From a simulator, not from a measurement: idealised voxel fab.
process module | voxel self aligned vias
cross-section cut | 240 nm wide | cells 5 nm
A cross-section is a grid of square cells, given in bands from the top down. A band is one or more rows of cells.
Each band's line starts with the height of the band's top and of its bottom, in nm. Then come its materials from left to right, each with its width in nm. One material with "throughout" fills the band from edge to edge. "air" is empty space.
Height 0 is the level under which the wafer as received is all one material. The lowest band goes on downwards, as in "0 down".
A width such as "30 to 40" changes by the same amount from each row of cells to the next, from the band's top row to its bottom row.
"no change" after a step means that no cell of the cross-section changed.
closed voids: empty space of 8 cells or more with no open way to the top, each as width x height at its distance from the left edge, in nm
after a step's settings: what the simulator itself notes on the step
overlay nm, on a step with a mask: how far to the right of its planned place the mask lay; to the left if negative
plan
1 op RECEIVE | material Si
2 op CONFORMAL_DEP | material SiO2 | thk nm 15
3 op CONFORMAL_DEP | material SiCN | thk nm 5
4 op DIRECTIONAL_DEP | material SiO2 | thk nm 20
5 op DIRECTIONAL_DEP | material aC | thk nm 10
6 op PATTERN | tone open | mask id LINES | material resist | width nm 25 | pitch nm 55 | thk nm 30 | overlay nm -15
7 op DIRECTIONAL_ETCH | etch materials aC | depth nm 10
8 op STRIP | etch materials resist
9 op DIRECTIONAL_ETCH | etch materials SiO2 | depth nm 20
10 op STRIP | etch materials aC
11 op CONFORMAL_DEP | material TiN | thk nm 5
12 op FILL_DEP | material W | thk nm 5
13 op CMP | height nm 40
14 op SELECTIVE_ETCH | etch materials W Ru TiN | depth nm 5
15 op FILL_DEP | material SiN | thk nm 5
16 op CMP | height nm 40
17 op DIRECTIONAL_DEP | material SiO2 | thk nm 20
18 op DIRECTIONAL_DEP | material aC | thk nm 10
19 op PATTERN | tone open | mask id VIAS | material resist | width nm 35 | pitch nm 55 | thk nm 25 | overlay nm 0
20 op DIRECTIONAL_ETCH | etch materials aC | depth nm 10
21 op STRIP | etch materials resist
22 op DIRECTIONAL_ETCH | etch materials SiO2 | depth nm 20
23 op DIRECTIONAL_ETCH | etch materials SiN | depth nm 5
24 op STRIP | etch materials aC
25 op CONFORMAL_DEP | material TiN | thk nm 5
26 op FILL_DEP | material Ru | thk nm 5
27 op CMP | height nm 60
28 op CONFORMAL_DEP | material SiN | thk nm 5
varied across the wafers: overlay nm of step 6. The plan shows the first wafer's value. All wafers start alike
first wafer as received, after step 1
  0 down: Si throughout
  closed voids: none
each wafer at the end: cells of each material gained (+) or lost (-) since it was received, then its closed voids
overlay nm -15 | +32 Ru | +48 SiCN | +52 SiN | +432 SiO2 | +48 TiN | +12 W | closed voids: none
overlay nm -10 | +34 Ru | +48 SiCN | +50 SiN | +432 SiO2 | +48 TiN | +12 W | closed voids: none
overlay nm -5 | +36 Ru | +48 SiCN | +48 SiN | +432 SiO2 | +48 TiN | +12 W | closed voids: none
overlay nm 0 | +36 Ru | +48 SiCN | +48 SiN | +432 SiO2 | +48 TiN | +12 W | closed voids: none
overlay nm 5 | +36 Ru | +48 SiCN | +48 SiN | +432 SiO2 | +48 TiN | +12 W | closed voids: none
overlay nm 10 | +34 Ru | +48 SiCN | +50 SiN | +432 SiO2 | +48 TiN | +12 W | closed voids: none
overlay nm 15 | +32 Ru | +48 SiCN | +52 SiN | +432 SiO2 | +48 TiN | +12 W | closed voids: none
